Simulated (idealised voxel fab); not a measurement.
voxel quadruple lines: a process module
Shown is cross-section cut, with a width of 190 nm and square cells of size 5 nm.
Each cross-section below is a grid of square cells, stated as bands in top-down order, with one or more rows of cells making up each band. Each band's line starts with the height of the band's top and of its bottom, in nm. Then come its materials from left to right, each with its width in nm. One material with "all across" fills the band from edge to edge. "empty" is empty space. Beneath 0, the wafer as received is one material, and that level is where height counting begins. The lowest band goes on downward without a bottom; it is written like "from 0 down". You'd read "30 to 40" like this: the band's top row of cells is as wide as the first number, its bottom row is as wide as the second, and going down, every row changes width by the same amount as the row before did. A step reported as "identical to before" is a step in which no cell of the cross-section changed. Listed in "closed voids": every empty space of 8 or more cells without an open way to the top. Form: width x height at distance, the distance being from the left edge, all in nm. Whatever follows a step's settings on its line is a remark the simulator itself makes about that step. overlay nm: how far to the right of its planned place the mask lay on this masked step (negative: to the left).
### List of planned process steps
1,RECEIVE (material Si)
2,CONFORMAL_DEP (material SiO2; thk nm 5)
3,DIRECTIONAL_DEP (material Ru; thk nm 10)
4,DIRECTIONAL_DEP (material polySi; thk nm 15)
5,DIRECTIONAL_DEP (material aC; thk nm 25)
6,PATTERN (tone cover; mask id MANDREL; material resist; width nm 30; thk nm 30; overlay nm 0)
7,DIRECTIONAL_ETCH (etch materials aC; depth nm 25)
8,STRIP (etch materials resist)
9,CONFORMAL_DEP (material SiO2; thk nm 10)
10,DIRECTIONAL_ETCH (etch materials SiO2; depth nm 10)
11,STRIP (etch materials aC)
12,DIRECTIONAL_ETCH (etch materials polySi; depth nm 15)
13,STRIP (etch materials SiO2)
14,CONFORMAL_DEP (material SiCN; thk nm 10)
15,DIRECTIONAL_ETCH (etch materials SiCN; depth nm 10)
16,STRIP (etch materials polySi)
17,DIRECTIONAL_ETCH (etch materials Ru; depth nm 10)
18,STRIP (etch materials SiCN)
### First of two wafers, processed according to plan
### Incoming wafer in cross-section (state: after step 1)
	from 0 down: Si all across
	closed voids: none
### The following cross-section depicts the wafer upon completion of step 2
	from 5 to 0: SiO2 all across
	below 0: unchanged
### The following cross-section depicts the wafer upon completion of step 3
	from 15 to 5: Ru all across
	below 5: unchanged
### The following cross-section depicts the wafer upon completion of step 4
	from 30 to 15: polySi all across
	below 15: unchanged
### The following cross-section depicts the wafer upon completion of step 5
	from 55 to 30: aC all across
	below 30: unchanged
### The following cross-section depicts the wafer upon completion of step 6
	from 85 to 55: empty: 80, resist: 30, empty: 80
	below 55: unchanged
### The following cross-section depicts the wafer upon completion of step 7
	from 60 to 55: empty: 80, resist: 30, empty: 80
	from 55 to 30: empty: 80, aC: 30, empty: 80
	below 30: unchanged
### The following cross-section depicts the wafer upon completion of step 8
	from 55 to 30: empty: 80, aC: 30, empty: 80
	below 30: unchanged
### The following cross-section depicts the wafer upon completion of step 9
	from 65 to 55: empty: 70, SiO2: 50, empty: 70
	from 55 to 40: empty: 70, SiO2: 10, aC: 30, SiO2: 10, empty: 70
	from 40 to 30: SiO2: 80, aC: 30, SiO2: 80
	below 30: unchanged
### The following cross-section depicts the wafer upon completion of step 10
	from 55 to 30: empty: 70, SiO2: 10, aC: 30, SiO2: 10, empty: 70
	below 30: unchanged
### The following cross-section depicts the wafer upon completion of step 11
	from 55 to 30: empty: 70, SiO2: 10, empty: 30, SiO2: 10, empty: 70
	below 30: unchanged
### The following cross-section depicts the wafer upon completion of step 12
	from 55 to 30: empty: 70, SiO2: 10, empty: 30, SiO2: 10, empty: 70
	from 30 to 15: empty: 70, polySi: 10, empty: 30, polySi: 10, empty: 70
	below 15: unchanged
### The following cross-section depicts the wafer upon completion of step 13
	from 30 to 15: empty: 70, polySi: 10, empty: 30, polySi: 10, empty: 70
	below 15: unchanged
### The following cross-section depicts the wafer upon completion of step 14
	from 40 to 30: empty: 60, SiCN: 30, empty: 10, SiCN: 30, empty: 60
	from 30 to 25: empty: 60, SiCN: 10, polySi: 10, SiCN: 10, empty: 10, SiCN: 10, polySi: 10, SiCN: 10, empty: 60
	from 25 to 15: SiCN: 70, polySi: 10, SiCN: 30, polySi: 10, SiCN: 70
	below 15: unchanged
### The following cross-section depicts the wafer upon completion of step 15
	from 30 to 15: empty: 60, SiCN: 10, polySi: 10, SiCN: 10, empty: 10, SiCN: 10, polySi: 10, SiCN: 10, empty: 60
	below 15: unchanged
### The following cross-section depicts the wafer upon completion of step 16
	from 30 to 15: empty: 60, SiCN: 10, empty: 10, SiCN: 10, empty: 10, SiCN: 10, empty: 10, SiCN: 10, empty: 60
	below 15: unchanged
### The following cross-section depicts the wafer upon completion of step 17
	from 30 to 15: empty: 60, SiCN: 10, empty: 10, SiCN: 10, empty: 10, SiCN: 10, empty: 10, SiCN: 10, empty: 60
	from 15 to 5: empty: 60, Ru: 10, empty: 10, Ru: 10, empty: 10, Ru: 10, empty: 10, Ru: 10, empty: 60
	below 5: unchanged
### The following cross-section depicts the wafer upon completion of step 18
	from 15 to 5: empty: 60, Ru: 10, empty: 10, Ru: 10, empty: 10, Ru: 10, empty: 10, Ru: 10, empty: 60
	below 5: unchanged
### The second wafer was prepared from the same starting point and under the same plan as the first; its processing contained one mistake, and it remains indistinguishable from the first wafer up to and including step 2
### At the planned end of step 3, the second wafer in cross-section
	from 20 to 5: polySi all across
	below 5: unchanged
### At the planned end of step 4, the second wafer in cross-section
	from 30 to 20: Ru all across
	below 20: unchanged
### At the planned end of step 5, the second wafer in cross-section
	from 55 to 30: aC all across
	below 30: unchanged
### At the planned end of step 6, the second wafer in cross-section
	from 85 to 55: empty: 80, resist: 30, empty: 80
	below 55: unchanged
### At the planned end of step 7, the second wafer in cross-section
	from 60 to 55: empty: 80, resist: 30, empty: 80
	from 55 to 30: empty: 80, aC: 30, empty: 80
	below 30: unchanged
### At the planned end of step 8, the second wafer in cross-section
	from 55 to 30: empty: 80, aC: 30, empty: 80
	below 30: unchanged
### At the planned end of step 9, the second wafer in cross-section
	from 65 to 55: empty: 70, SiO2: 50, empty: 70
	from 55 to 40: empty: 70, SiO2: 10, aC: 30, SiO2: 10, empty: 70
	from 40 to 30: SiO2: 80, aC: 30, SiO2: 80
	below 30: unchanged
### At the planned end of step 10, the second wafer in cross-section
	from 55 to 30: empty: 70, SiO2: 10, aC: 30, SiO2: 10, empty: 70
	below 30: unchanged
### At the planned end of step 11, the second wafer in cross-section
	from 55 to 30: empty: 70, SiO2: 10, empty: 30, SiO2: 10, empty: 70
	below 30: unchanged
At the planned end of step 12, the second wafer in cross-section: identical to before
### At the planned end of step 13, the second wafer in cross-section
	from 30 to 20: Ru all across
	below 20: unchanged
### At the planned end of step 14, the second wafer in cross-section
	from 40 to 30: SiCN all across
	below 30: unchanged
### At the planned end of step 15, the second wafer in cross-section
	from 30 to 20: Ru all across
	below 20: unchanged
At the planned end of step 16, the second wafer in cross-section: identical to before
### At the planned end of step 17, the second wafer in cross-section
	from 20 to 5: polySi all across
	below 5: unchanged
At the planned end of step 18, the second wafer in cross-section: identical to before
Short version of what went wrong: the processing plan was not followed for steps 3 and 4, which were run with their positions exchanged
Per the end-of-run cell counts, the second wafer holds more or fewer of some materials than the first: Ru -16; polySi +114
